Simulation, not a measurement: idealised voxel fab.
Documented hereafter: the process module known as voxel transistor to metal.
It is cross-section cut that appears here, measuring 205 nm in width, its square cells being 5 nm in size.
Format of a cross-section: grid, square cells. Given as bands. Order: top down. Band: one or more rows of cells.
Heights first: top, then bottom, in nm. Then materials, left to right, each with a width in nm. "edge to edge" on a single material: fills the band edge to edge. "blank": empty space.
Height reference: 0 = level under which incoming wafer is all one material. Lowest band: no bottom, runs on downward, e.g. "top 0, no bottom".
It should be noted that a width expressed as "30..40" varies in equal increments from row to row of cells within the band, taking the value of the first number at the top row and that of the second number at the bottom row.
Step note "remains unaltered" = no cross-section cell changed.
Heads up: "Closed cavities" only lists the empty pockets with no open path to the top that are 8 cells or more, and it writes them as width x height at distance, distance from the left edge, in nm.
It should be noted that, on the line of a given step, the content following the step's settings is a remark produced by the simulator itself with respect to that step.
A step line may carry the setting "overlay nm", which, for steps involving a mask, states the distance by which the mask lay to the right of its intended position; negative values denote displacement to the left.
The process steps that were planned are listed below
1,RECEIVE [material Si]
2,CONFORMAL_DEP [material SiO2] [thk nm 5]
3,CONFORMAL_DEP [material SiN] [thk nm 15]
4,DIRECTIONAL_DEP [material aC] [thk nm 15]
5,PATTERN [tone cover] [mask id ACTIVE] [material resist] [width nm 115] [thk nm 35] [overlay nm 0]
6,DIRECTIONAL_ETCH [etch materials aC] [depth nm 15]
7,STRIP [etch materials resist]
8,DIRECTIONAL_ETCH [etch materials SiN] [depth nm 15]
9,DIRECTIONAL_ETCH [etch materials SiO2] [depth nm 5]
10,DIRECTIONAL_ETCH [etch materials Si] [depth nm 30]
11,STRIP [etch materials aC]
12,OXIDIZE [depth nm 5]
13,FILL_DEP [material SiO2] [thk nm 5]
14,CMP [height nm 20]
15,SELECTIVE_ETCH [etch materials SiO2] [depth nm 15]
16,STRIP [etch materials SiN]
17,SELECTIVE_ETCH [etch materials SiO2] [depth nm 5]
18,OXIDIZE [depth nm 5]
19,DIRECTIONAL_DEP [material polySi] [thk nm 20]
20,DIRECTIONAL_DEP [material SiCN] [thk nm 15]
21,PATTERN [tone cover] [mask id GATE] [material resist] [width nm 25] [thk nm 20] [overlay nm 0]
22,DIRECTIONAL_ETCH [etch materials SiCN] [depth nm 25]
23,DIRECTIONAL_ETCH [etch materials polySi] [depth nm 30]
24,STRIP [etch materials resist]
25,CONFORMAL_DEP [material SiO2] [thk nm 5]
26,DIRECTIONAL_ETCH [etch materials SiO2] [depth nm 5]
27,CONFORMAL_DEP [material SiN] [thk nm 5]
28,DIRECTIONAL_ETCH [etch materials SiN] [depth nm 5]
29,DIRECTIONAL_ETCH [etch materials SiO2] [depth nm 5]
30,DIRECTIONAL_ETCH [etch materials Si] [depth nm 10]
31,EPI [material pSi] [thk nm 15]
32,FILL_DEP [material SiO2] [thk nm 5]
33,CMP [height nm 35]
34,DIRECTIONAL_DEP [material SiO2] [thk nm 15]
35,PATTERN [tone open] [mask id CONTACT] [material resist] [width nm 20] [pitch nm 75] [thk nm 20] [overlay nm 0]
36,DIRECTIONAL_ETCH [etch materials SiO2] [depth nm 50]
37,STRIP [etch materials resist]
38,CONFORMAL_DEP [material TiN] [thk nm 5]
39,FILL_DEP [material Ru] [thk nm 5]
40,CMP [height nm 50]
41,CONFORMAL_DEP [material SiN] [thk nm 5]
42,DIRECTIONAL_DEP [material lowk] [thk nm 5]
43,PATTERN [tone open] [mask id METAL_1] [material resist] [width nm 20] [pitch nm 75] [thk nm 15] [overlay nm 0]
44,DIRECTIONAL_ETCH [etch materials lowk] [depth nm 15]
45,DIRECTIONAL_ETCH [etch materials SiN] [depth nm 5]
46,STRIP [etch materials resist]
47,CONFORMAL_DEP [material TiN] [thk nm 5]
48,FILL_DEP [material W] [thk nm 5]
49,CMP [height nm 70]
50,CONFORMAL_DEP [material SiN] [thk nm 5]
It is noted that the wafers described herein are identical at the outset and are distinguished by the thk nm of step 42; the value stated in the plan corresponds to the first wafer.
Cross-sectional view of the first of several wafers in the as-received condition, corresponding to the state following step 1
    top 0, no bottom: Si edge to edge
    Closed cavities: none
Cross-section, first of several wafers, end of module, after last step 50
    top 75, bottom 70: SiN edge to edge
    top 70, bottom 65: W edge to edge
    top 65, bottom 60: 60 TiN, 10 W, 65 TiN, 10 W, 60 TiN
    top 60, bottom 55: 55 lowk, 5 TiN, 10 W, 5 TiN, 55 lowk, 5 TiN, 10 W, 5 TiN, 55 lowk
    top 55, bottom 50: 55 SiN, 20 TiN, 55 SiN, 20 TiN, 55 SiN
    top 50, bottom 35: 55 SiO2, 5 TiN, 10 Ru, 5 TiN, 55 SiO2, 5 TiN, 10 Ru, 5 TiN, 55 SiO2
    top 35, bottom 20: 55 SiO2, 5 TiN, 10 Ru, 5 TiN, 5 SiO2, 5 SiN, 5 SiO2, 25 SiCN, 5 SiO2, 5 SiN, 5 SiO2, 5 TiN, 10 Ru, 5 TiN, 55 SiO2
    top 20, bottom 15: 55 SiO2, 5 TiN, 10 Ru, 5 TiN, 5 SiO2, 5 SiN, 5 SiO2, 25 polySi, 5 SiO2, 5 SiN, 5 SiO2, 5 TiN, 10 Ru, 5 TiN, 55 SiO2
    top 15, bottom 10: 55 SiO2, 20 TiN, 5 SiO2, 5 SiN, 5 SiO2, 25 polySi, 5 SiO2, 5 SiN, 5 SiO2, 20 TiN, 55 SiO2
    top 10, bottom 0: 55 SiO2, 10 TiN, 15 pSi, 5 SiN, 5 SiO2, 25 polySi, 5 SiO2, 5 SiN, 15 pSi, 10 TiN, 55 SiO2
    top 0, bottom -5: 45 SiO2, 35 pSi, 45 SiO2, 35 pSi, 45 SiO2
    top -5, bottom -15: 50 SiO2, 30 pSi, 45 Si, 30 pSi, 50 SiO2
    top -15, bottom -35: 50 SiO2, 105 Si, 50 SiO2
    top -35, no bottom: Si edge to edge
    Closed cavities: none
The final wafer, sectioned at module end
    top 75, bottom 70: SiN edge to edge
    top 70, bottom 55: lowk edge to edge
    top 55, bottom 50: SiN edge to edge
    top 50, bottom 35: 55 SiO2, 5 TiN, 10 Ru, 5 TiN, 55 SiO2, 5 TiN, 10 Ru, 5 TiN, 55 SiO2
    top 35, bottom 20: 55 SiO2, 5 TiN, 10 Ru, 5 TiN, 5 SiO2, 5 SiN, 5 SiO2, 25 SiCN, 5 SiO2, 5 SiN, 5 SiO2, 5 TiN, 10 Ru, 5 TiN, 55 SiO2
    top 20, bottom 15: 55 SiO2, 5 TiN, 10 Ru, 5 TiN, 5 SiO2, 5 SiN, 5 SiO2, 25 polySi, 5 SiO2, 5 SiN, 5 SiO2, 5 TiN, 10 Ru, 5 TiN, 55 SiO2
    top 15, bottom 10: 55 SiO2, 20 TiN, 5 SiO2, 5 SiN, 5 SiO2, 25 polySi, 5 SiO2, 5 SiN, 5 SiO2, 20 TiN, 55 SiO2
    top 10, bottom 0: 55 SiO2, 10 TiN, 15 pSi, 5 SiN, 5 SiO2, 25 polySi, 5 SiO2, 5 SiN, 15 pSi, 10 TiN, 55 SiO2
    top 0, bottom -5: 45 SiO2, 35 pSi, 45 SiO2, 35 pSi, 45 SiO2
    top -5, bottom -15: 50 SiO2, 30 pSi, 45 Si, 30 pSi, 50 SiO2
    top -15, bottom -35: 50 SiO2, 105 Si, 50 SiO2
    top -35, no bottom: Si edge to edge
    Closed cavities: none
Quick key for the table: a row per wafer, taken at the end of the module. For each material it tells you how many cells the wafer gained (+) or lost (-) since it came in, and the closed voids come after
thk nm 5 | +28 Ru | -185 Si | +15 SiCN | +88 SiN | +424 SiO2 | +93 TiN | +49 W | +33 lowk | +50 pSi | +20 polySi | Closed cavities: none
thk nm 10 | +28 Ru | -185 Si | +15 SiCN | +88 SiN | +424 SiO2 | +97 TiN | +12 W | +66 lowk | +50 pSi | +20 polySi | Closed cavities: none
thk nm 15 | +28 Ru | -185 Si | +15 SiCN | +88 SiN | +424 SiO2 | +64 TiN | +12 W | +99 lowk | +50 pSi | +20 polySi | Closed cavities: none
thk nm 20 | +28 Ru | -185 Si | +15 SiCN | +96 SiN | +424 SiO2 | +56 TiN | +4 W | +107 lowk | +50 pSi | +20 polySi | Closed cavities: none
thk nm 25 | +28 Ru | -185 Si | +15 SiCN | +96 SiN | +424 SiO2 | +52 TiN | +115 lowk | +50 pSi | +20 polySi | Closed cavities: none
thk nm 30 | +28 Ru | -185 Si | +15 SiCN | +96 SiN | +424 SiO2 | +44 TiN | +123 lowk | +50 pSi | +20 polySi | Closed cavities: none
